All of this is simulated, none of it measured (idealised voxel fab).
The following is a process module called voxel double patterning.
It is cross-section cut that appears here, measuring 225 nm in width, its square cells being 5 nm in size.
Cross-section spec: square-cell grid; bands listed top down; each band is one or more rows.
Quick guide to a band line: top height, bottom height (nm) up front; then every material left to right with its width in nm. Only one material and it's marked "full width"? Then it fills the band edge to edge. And "empty" just means empty space.
Convention: height 0 is the level below which the wafer, as received, is all one material. The lowest band does not terminate at the bottom but continues downward, represented as "0 and below".
Graded width ("30..40"): value in top row of band = first number; value in bottom row = second number; row-to-row change constant.
Key: "no modification" - step with no changed cell in the cross-section.
In "Closed void table" the enclosed voids are listed, meaning empty spaces of 8 cells or larger without any opening to the top. The form is width x height at distance, distance from the left edge, units nm.
Formally, on a step line, whatever follows the settings is a remark that the simulator itself makes on the step.
What "overlay nm" on a step's line means: if the step has a mask, that mask lay this far to the right of its planned place, or, when the value is negative, to the left.
Process steps - plan
1 RECEIVE: material Si
2 CONFORMAL_DEP: material SiO2, thk nm 5
3 DIRECTIONAL_DEP: material W, thk nm 20
4 DIRECTIONAL_DEP: material SiCN, thk nm 10
5 DIRECTIONAL_DEP: material aC, thk nm 15
6 PATTERN: tone open, mask id FIRST, material resist, width nm 15, pitch nm 50, thk nm 35, overlay nm 0
7 DIRECTIONAL_ETCH: etch materials aC, depth nm 15
8 STRIP: etch materials resist
9 DIRECTIONAL_ETCH: etch materials SiCN, depth nm 10
10 STRIP: etch materials aC
11 DIRECTIONAL_DEP: material aC, thk nm 10
12 PATTERN: tone open, mask id SECOND, material resist, width nm 15, thk nm 25, overlay nm 0
13 DIRECTIONAL_ETCH: etch materials aC, depth nm 10
14 STRIP: etch materials resist
15 DIRECTIONAL_ETCH: etch materials SiCN, depth nm 10
16 STRIP: etch materials aC
17 DIRECTIONAL_ETCH: etch materials W, depth nm 20
18 STRIP: etch materials SiCN
Every wafer here starts from the same state; it is the step 12 width nm that distinguishes them, and the value the plan gives belongs to the first wafer.
This is how the first of several wafers looked in cross-section when it arrived, which is after step 1
> 0 and below = Si full width
> Closed void table: none
At the end of the module, after its last step, step 18, the first of several wafers appears in cross-section as follows
> 25 down to 5 = 80 of W, 15 of empty, 10 of W, 15 of empty, 10 of W, 15 of empty, 80 of W
> 5 down to 0 = SiO2 full width
> 0 and below = Si full width
> Closed void table: none
Showing the last wafer in cross-section at the end of the module
> 25 down to 5 = 80 of W, 15 of empty, 5 of W, 45 of empty, 80 of W
> 5 down to 0 = SiO2 full width
> 0 and below = Si full width
> Closed void table: none
The rows of the table below are wafers. Looking at the end of the module, a row counts, for every material, the cells the wafer has gained, shown as (+), or lost, shown as (-), since it was received; its closed voids come next
width nm 15 | +45 SiO2 | +144 W | Closed void table: none
width nm 20 | +45 SiO2 | +140 W | Closed void table: none
width nm 25 | +45 SiO2 | +136 W | Closed void table: none
width nm 30 | +45 SiO2 | +132 W | Closed void table: none
